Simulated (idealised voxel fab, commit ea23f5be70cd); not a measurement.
The name of this process module is voxel plated lines.
This is section cut - it's 180 nm across, gridded in 5 nm square cells.
Reading order for cross-sections: top band down to bottom band. Underlying form: a grid of square cells. Band size: one or more rows of cells.
Top, bottom (nm), then materials left to right with widths (nm); lone material tagged "everywhere" fills the whole band edge to edge; "empty" = empty space.
A quick word on heights: they are counted from 0, and under that level the wafer as it came to us is one material throughout. The lowest band is different from the rest in having no bottom; it simply continues downward, written as in "0 nm and below".
The width entry "30 to 40" should be interpreted row by row: the top row of cells in the band takes the first number, the bottom row takes the second number, and the change between adjacent rows is uniform throughout.
No cell of the cross-section changed in a step that is given as "no modification".
Any empty space of 8 cells or more lacking an open way to the top shows up in "Enclosed internal voids" as width x height at distance, distance from the left edge, in nm.
On each step's line, the part that comes after the settings is the simulator's own comment on the step.
overlay nm: mask right of planned place by this much (step with mask). Neg. = left.

Process steps foreseen in the plan:
1 op RECEIVE | material Si
2 op CONFORMAL_DEP | material SiN | thk nm 10
3 op DIRECTIONAL_DEP | material TiN | thk nm 5
4 op PATTERN | tone open | mask id LINES | material resist | width nm 25 | pitch nm 40 | thk nm 40 | overlay nm 0
5 op EPI | material Ru | thk nm 10
6 op EPI | material Ru | thk nm 10
7 op EPI | material Ru | thk nm 5
8 op STRIP | etch materials resist
9 op DIRECTIONAL_ETCH | etch materials TiN | depth nm 5
10 op CONFORMAL_DEP | material SiN | thk nm 10

So this is the incoming wafer in cross-section - it's already been through step 1:
0 nm and below: Si everywhere
Enclosed internal voids: none

Looking at the first of two wafers in cross-section at end of module - ran to plan:
50 nm to 40 nm: 45 empty, then 85 SiN, then 50 empty
40 nm to 20 nm: 45 empty, then 10 SiN, then 25 Ru, then 15 SiN, then 25 Ru, then 10 SiN, then 50 empty
20 nm to 15 nm: 55 SiN, then 25 Ru, then 15 SiN, then 25 Ru, then 60 SiN
15 nm to 10 nm: 55 SiN, then 25 TiN, then 15 SiN, then 25 TiN, then 60 SiN
10 nm to 0 nm: SiN everywhere
0 nm and below: Si everywhere
Enclosed internal voids: none

End-of-module cross-section of the second wafer: identical starting point and process plan to the first, with one processing mistake:
50 nm to 40 nm: 50 empty, then 80 SiN, then 50 empty
40 nm to 20 nm: 50 empty, then 10 SiN, then 20 Ru, then 20 SiN, then 20 Ru, then 10 SiN, then 50 empty
20 nm to 15 nm: 60 SiN, then 20 Ru, then 20 SiN, then 20 Ru, then 60 SiN
15 nm to 10 nm: 60 SiN, then 20 TiN, then 20 SiN, then 20 TiN, then 60 SiN
10 nm to 0 nm: SiN everywhere
0 nm and below: Si everywhere
Enclosed internal voids: none
Heads up, the wafer didn't run the way we planned it: step 4, actual vs plan mismatch, actual run op PATTERN | tone open | mask id LINES | material resist | width nm 20 | pitch nm 40 | thk nm 40 | overlay nm 0
Upon completion, the second wafer contains, in terms of cells, a greater or smaller amount of certain materials than the first wafer: Ru -10 | SiN +6 | TiN -2
